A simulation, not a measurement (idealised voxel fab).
Process module under the name voxel air gaps
Pictured: cross-section cut, 255 nm wide, on a grid of 5 nm square cells.
Cross-section spec: square-cell grid; bands listed top down; each band is one or more rows. Heights first: top, then bottom, in nm. Then materials, left to right, each with a width in nm. "full width" on a single material: fills the band edge to edge. "blank": empty space. Basically, 0 is our baseline, since under it the wafer straight out of the box is all one material. The bottom band has no lower end and keeps on going down, so it looks like "0 nm and below". Width spec "30->40" -> top row of cells at first value, bottom row at second value, equal per-row change in between. The cross-section has no changed cell in any step marked "no change occurred". The label "Entrapped void list" introduces a list of the empty spaces, 8 cells or larger, that have no open way up to the top; each entry in it reads width x height at distance, where the distance is taken from the left edge and all three are stated in nm. Post-settings text on a step line: simulator's own remark regarding the step. Steps that use a mask can have "overlay nm" on their line. It says how far the mask sat to the right of where it was meant to be. Negative means to the left.

[So here's the lineup of process steps we planned]
1 RECEIVE,material Si
2 CONFORMAL_DEP,material SiO2,thk nm 15
3 CONFORMAL_DEP,material SiN,thk nm 5
4 DIRECTIONAL_DEP,material lowk,thk nm 35
5 DIRECTIONAL_DEP,material aC,thk nm 10
6 PATTERN,tone open,mask id LINES,material resist,width nm 25,pitch nm 55,thk nm 25,overlay nm 0
7 DIRECTIONAL_ETCH,etch materials aC,depth nm 10
8 STRIP,etch materials resist
9 DIRECTIONAL_ETCH,etch materials lowk,depth nm 35
10 STRIP,etch materials aC
11 CONFORMAL_DEP,material TiN,thk nm 5
12 FILL_DEP,material W,thk nm 5
13 CMP,height nm 55
14 EPI,material Ru,thk nm 10
15 SELECTIVE_ETCH,etch materials lowk,depth nm 45
16 CONFORMAL_DEP,material SiN,thk nm 5

[Cross-section, incoming material, after step 1]
	0 nm and below | Si full width
	Entrapped void list: none

[Module complete - cross-section of the first of two wafers, run according to plan]
	70 nm to 65 nm | blank 45 nm | SiN 165 nm | blank 45 nm
	65 nm to 55 nm | blank 45 nm | SiN 5 nm | Ru 45 nm | SiN 10 nm | Ru 45 nm | SiN 10 nm | Ru 45 nm | SiN 5 nm | blank 45 nm
	55 nm to 50 nm | blank 45 nm | SiN 15 nm | TiN 5 nm | W 15 nm | TiN 5 nm | SiN 30 nm | TiN 5 nm | W 15 nm | TiN 5 nm | SiN 30 nm | TiN 5 nm | W 15 nm | TiN 5 nm | SiN 15 nm | blank 45 nm
	50 nm to 25 nm | blank 55 nm | SiN 5 nm | TiN 5 nm | W 15 nm | TiN 5 nm | SiN 5 nm | blank 20 nm | SiN 5 nm | TiN 5 nm | W 15 nm | TiN 5 nm | SiN 5 nm | blank 20 nm | SiN 5 nm | TiN 5 nm | W 15 nm | TiN 5 nm | SiN 5 nm | blank 55 nm
	25 nm to 20 nm | SiN 60 nm | TiN 25 nm | SiN 30 nm | TiN 25 nm | SiN 30 nm | TiN 25 nm | SiN 60 nm
	20 nm to 15 nm | SiN full width
	15 nm to 0 nm | SiO2 full width
	0 nm and below | Si full width
	Entrapped void list: 20 x 25 at 90; 20 x 25 at 145

[Cross-sectional view: second of two wafers, end of module; start and plan identical to the first, one mistake in running]
	60 nm to 50 nm | SiN full width
	50 nm to 15 nm | lowk full width
	15 nm to 0 nm | SiO2 full width
	0 nm and below | Si full width
	Entrapped void list: none
The mistake made against the process plan was this: steps 3 and 4: order swapped relative to plan
Materials where the second wafer ends with more or fewer cells than the first: Ru: 54 fewer | SiN: 78 fewer | TiN: 51 fewer | W: 54 fewer | lowk: 357 more
First wafer closed voids (final) = 2; second wafer closed voids (final) = 0.
